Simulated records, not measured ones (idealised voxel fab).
Documented hereafter: the process module known as voxel transistor to metal.
Section shown: cut. Width: 165 nm. Cell size: 5 nm, square.
Cross-section spec: square-cell grid; bands listed top down; each band is one or more rows. Quick guide to a band line: top height, bottom height (nm) up front; then every material left to right with its width in nm. Only one material and it's marked "all across"? Then it fills the band edge to edge. And "blank" just means empty space. Heights are measured from 0, the level below which the as-received wafer is all one material; the lowest band has no bottom and continues downward, written as in "top 0, no bottom". Note: "30->40" means the width goes from the first number (top row of the band) to the second number (bottom row) in equal steps per row of cells. A step reported as "nothing changed" is a step in which no cell of the cross-section changed. Basically, "Trapped voids" tells you about the enclosed voids: empty spaces with no open way to the top, 8 cells or bigger, each written width x height at distance, where distance is from the left edge, all in nm. Formally, on a step line, whatever follows the settings is a remark that the simulator itself makes on the step. Each step line may optionally specify "overlay nm", which for a step with a mask gives the rightward distance between the mask's planned place and where it lay, a negative value indicating the leftward direction.

HERE'S WHAT THE PLANNED PROCESS STEPS LOOK LIKE
1,op RECEIVE | material Si
2,op OXIDIZE | depth nm 5
3,op CONFORMAL_DEP | material SiN | thk nm 10
4,op MASKED_ETCH | tone cover | mask id ACTIVE | width nm 115 | etch materials SiN | depth nm 10 | overlay nm 0
5,op MASKED_ETCH | tone cover | mask id ACTIVE | width nm 115 | etch materials SiO2 | depth nm 5 | overlay nm 0
6,op MASKED_ETCH | tone cover | mask id ACTIVE | width nm 115 | etch materials Si | depth nm 35 | overlay nm 0
7,op OXIDIZE | depth nm 5
8,op FILL_DEP | material SiO2 | thk nm 15
9,op CMP | height nm 10
10,op SELECTIVE_ETCH | etch materials SiO2 | depth nm 10
11,op STRIP | etch materials SiN
12,op SELECTIVE_ETCH | etch materials SiO2 | depth nm 5
13,op OXIDIZE | depth nm 5
14,op DIRECTIONAL_DEP | material polySi | thk nm 25
15,op DIRECTIONAL_DEP | material SiCN | thk nm 10
16,op MASKED_ETCH | tone cover | mask id GATE | width nm 35 | etch materials SiCN | depth nm 20 | overlay nm 0
17,op MASKED_ETCH | tone cover | mask id GATE | width nm 35 | etch materials polySi | depth nm 35 | overlay nm 0
18,op CONFORMAL_DEP | material SiN | thk nm 10
19,op DIRECTIONAL_ETCH | etch materials SiN | depth nm 10
20,op DIRECTIONAL_ETCH | etch materials SiO2 | depth nm 5
21,op DIRECTIONAL_ETCH | etch materials Si | depth nm 5
22,op EPI | material SiGe | thk nm 5
23,op FILL_DEP | material SiO2 | thk nm 10
24,op CMP | height nm 20
25,op STRIP | etch materials polySi
26,op SELECTIVE_ETCH | etch materials SiO2 | depth nm 5
27,op CONFORMAL_DEP | material HfO2 | thk nm 5
28,op CONFORMAL_DEP | material TiN | thk nm 5
29,op FILL_DEP | material W | thk nm 5
30,op CMP | height nm 15
31,op DIRECTIONAL_DEP | material SiO2 | thk nm 10
32,op DIRECTIONAL_DEP | material aC | thk nm 10
33,op PATTERN | tone open | mask id CONTACT | material resist | width nm 20 | pitch nm 85 | thk nm 30 | overlay nm 0
34,op DIRECTIONAL_ETCH | etch materials aC | depth nm 10
35,op STRIP | etch materials resist
36,op DIRECTIONAL_ETCH | etch materials SiO2 | depth nm 35
37,op STRIP | etch materials aC
38,op CONFORMAL_DEP | material TiN | thk nm 5
39,op FILL_DEP | material W | thk nm 5
40,op CMP | height nm 25
41,op DIRECTIONAL_DEP | material TiN | thk nm 5
42,op DIRECTIONAL_DEP | material W | thk nm 25
43,op MASKED_ETCH | tone cover | mask id METAL_1 | width nm 20 | pitch nm 85 | etch materials W | depth nm 25 | overlay nm 0
44,op MASKED_ETCH | tone cover | mask id METAL_1 | width nm 20 | pitch nm 85 | etch materials TiN | depth nm 5 | overlay nm 0
45,op CONFORMAL_DEP | material SiN | thk nm 5
46,op FILL_DEP | material lowk | thk nm 5
47,op CMP | height nm 55
48,op CONFORMAL_DEP | material SiCN | thk nm 5

WAFER CROSS-SECTION ON RECEIPT, I.E. AFTER STEP 1
	top 0, no bottom: Si all across
	Trapped voids: none

HERE'S THE WAFER CUT IN CROSS-SECTION AFTER THE MODULE, STARTED AND PLANNED JUST LIKE ABOVE, EXCEPT ONE THING WAS DONE WRONG IN THE RUN
	top 60, bottom 55: SiCN all across
	top 55, bottom 30: lowk (25), then SiN (5), then W (20), then SiN (5), then lowk (55), then SiN (5), then W (20), then SiN (5), then lowk (25)
	top 30, bottom 25: SiN (30), then TiN (20), then SiN (65), then TiN (20), then SiN (30)
	top 25, bottom 15: SiO2 (30), then TiN (5), then W (10), then TiN (5), then SiO2 (65), then TiN (5), then W (10), then TiN (5), then SiO2 (30)
	top 15, bottom 0: SiO2 (30), then TiN (5), then W (10), then TiN (5), then SiO2 (5), then SiN (10), then HfO2 (5), then TiN (5), then W (15), then TiN (5), then HfO2 (5), then SiN (10), then SiO2 (5), then TiN (5), then W (10), then TiN (5), then SiO2 (30)
	top 0, bottom -5: SiO2 (30), then TiN (5), then W (10), then TiN (5), then SiO2 (5), then SiN (10), then HfO2 (5), then TiN (25), then HfO2 (5), then SiN (10), then SiO2 (5), then TiN (5), then W (10), then TiN (5), then SiO2 (30)
	top -5, bottom -10: SiO2 (10), then SiN (20), then TiN (20), then SiGe (5), then SiO2 (5), then HfO2 (45), then SiO2 (5), then SiGe (5), then TiN (20), then SiN (20), then SiO2 (10)
	top -10, bottom -15: SiO2 (10), then SiN (20), then SiO2 (5), then SiGe (20), then Si (55), then SiGe (20), then SiO2 (5), then SiN (20), then SiO2 (10)
	top -15, bottom -20: SiO2 (35), then Si (95), then SiO2 (35)
	top -20, bottom -45: SiO2 (30), then Si (105), then SiO2 (30)
	top -45, no bottom: Si all across
	Trapped voids: none
Run error: plan vs actual: 10 and 11 interchanged
